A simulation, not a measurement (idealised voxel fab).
Process module in this document: voxel wiring stack
Square cells of 5 nm make up the cross-section cut, whose width is 145 nm.
We lay out every cross-section as a grid of square cells and spell it out in bands from the top down, where one band means one or more rows of cells. Per band: top height and bottom height in nm, followed by the left-to-right materials and their widths in nm; "edge to edge" marks a single material spanning edge to edge, "air" marks empty space. Convention: height 0 is the level below which the wafer, as received, is all one material. The lowest band does not terminate at the bottom but continues downward, represented as "0 nm and below". A width such as "30..40" changes by the same amount from each row of cells to the next, from the band's top row to its bottom row. "nothing different" -> step changed no cross-section cell. "Cavities, sealed" means: voids of 8 cells or more that are shut off from the top with no open way through. Written width x height at distance, distance from the left edge, in nm. Whatever follows a step's settings on its line is a remark the simulator itself makes about that step. overlay nm: how far to the right of its planned place the mask lay on this masked step (negative: to the left).

PROCESS STEPS - PLAN
step 1: RECEIVE, material Si
step 2: CONFORMAL_DEP, material SiO2, thk nm 15
step 3: DIRECTIONAL_DEP, material TiN, thk nm 5
step 4: DIRECTIONAL_DEP, material W, thk nm 15
step 5: MASKED_ETCH, tone cover, mask id METAL_1, width nm 20, pitch nm 45, etch materials W, depth nm 15, overlay nm 0
step 6: MASKED_ETCH, tone cover, mask id METAL_1, width nm 20, pitch nm 45, etch materials TiN, depth nm 5, overlay nm 0
step 7: FILL_DEP, material lowk, thk nm 5
step 8: CMP, height nm 35
step 9: CONFORMAL_DEP, material SiCN, thk nm 5
step 10: DIRECTIONAL_DEP, material lowk, thk nm 15
step 11: DIRECTIONAL_DEP, material aC, thk nm 15
step 12: PATTERN, tone open, mask id PLUG_1, material resist, width nm 15, thk nm 30, overlay nm 0
step 13: DIRECTIONAL_ETCH, etch materials aC, depth nm 15
step 14: STRIP, etch materials resist
step 15: DIRECTIONAL_ETCH, etch materials lowk, depth nm 15
step 16: DIRECTIONAL_ETCH, etch materials SiCN, depth nm 5
step 17: STRIP, etch materials aC
step 18: CONFORMAL_DEP, material TiN, thk nm 5
step 19: FILL_DEP, material Ru, thk nm 5
step 20: CMP, height nm 55
step 21: CONFORMAL_DEP, material SiN, thk nm 5
step 22: DIRECTIONAL_DEP, material SiO2, thk nm 15
step 23: PATTERN, tone open, mask id METAL_2, material resist, width nm 20, pitch nm 45, thk nm 20, overlay nm 0
step 24: DIRECTIONAL_ETCH, etch materials SiO2, depth nm 15
step 25: DIRECTIONAL_ETCH, etch materials SiN, depth nm 5
step 26: STRIP, etch materials resist
step 27: CONFORMAL_DEP, material TiN, thk nm 5
step 28: FILL_DEP, material Ru, thk nm 10
step 29: CMP, height nm 75
step 30: CONFORMAL_DEP, material SiN, thk nm 5

THE CROSS-SECTION HERE SHOWS THE WAFER AS RECEIVED, I.E. IN ITS STATE AFTER STEP 1
    0 nm and below = Si edge to edge
    Cavities, sealed: none

CROSS-SECTION, FIRST OF TWO WAFERS, END OF MODULE, RUN AS PLANNED
    80 nm to 75 nm = SiN edge to edge
    75 nm to 60 nm = SiO2 (40), TiN (5), Ru (10), TiN (5), SiO2 (25), TiN (5), Ru (10), TiN (5), SiO2 (40)
    60 nm to 55 nm = SiN (40), TiN (20), SiN (25), TiN (20), SiN (40)
    55 nm to 40 nm = lowk (40), TiN (5), Ru (5), TiN (5), lowk (90)
    40 nm to 35 nm = SiCN (40), TiN (15), SiCN (90)
    35 nm to 20 nm = lowk (40), W (20), lowk (25), W (20), lowk (40)
    20 nm to 15 nm = lowk (40), TiN (20), lowk (25), TiN (20), lowk (40)
    15 nm to 0 nm = SiO2 edge to edge
    0 nm and below = Si edge to edge
    Cavities, sealed: none

END-OF-MODULE CROSS-SECTION OF THE SECOND WAFER: IDENTICAL STARTING POINT AND PROCESS PLAN TO THE FIRST, WITH ONE PROCESSING MISTAKE
    80 nm to 75 nm = SiN edge to edge
    75 nm to 60 nm = SiO2 (40), TiN (5), Ru (10), TiN (5), SiO2 (25), TiN (5), Ru (10), TiN (5), SiO2 (40)
    60 nm to 55 nm = SiN (40), TiN (20), SiN (25), TiN (20), SiN (40)
    55 nm to 40 nm = lowk (40), TiN (5), Ru (5), TiN (5), lowk (90)
    40 nm to 35 nm = SiCN (40), TiN (15), SiCN (90)
    35 nm to 30 nm = lowk (40), TiN (20), lowk (25), TiN (20), lowk (40)
    30 nm to 0 nm = SiO2 edge to edge
    0 nm and below = Si edge to edge
    Cavities, sealed: none
Heads up, the wafer didn't run the way we planned it: step 2 from the plan got run twice
Final comparison by cell count, materials where the second wafer has more or fewer than the first: SiO2 +87; W -24; lowk -63
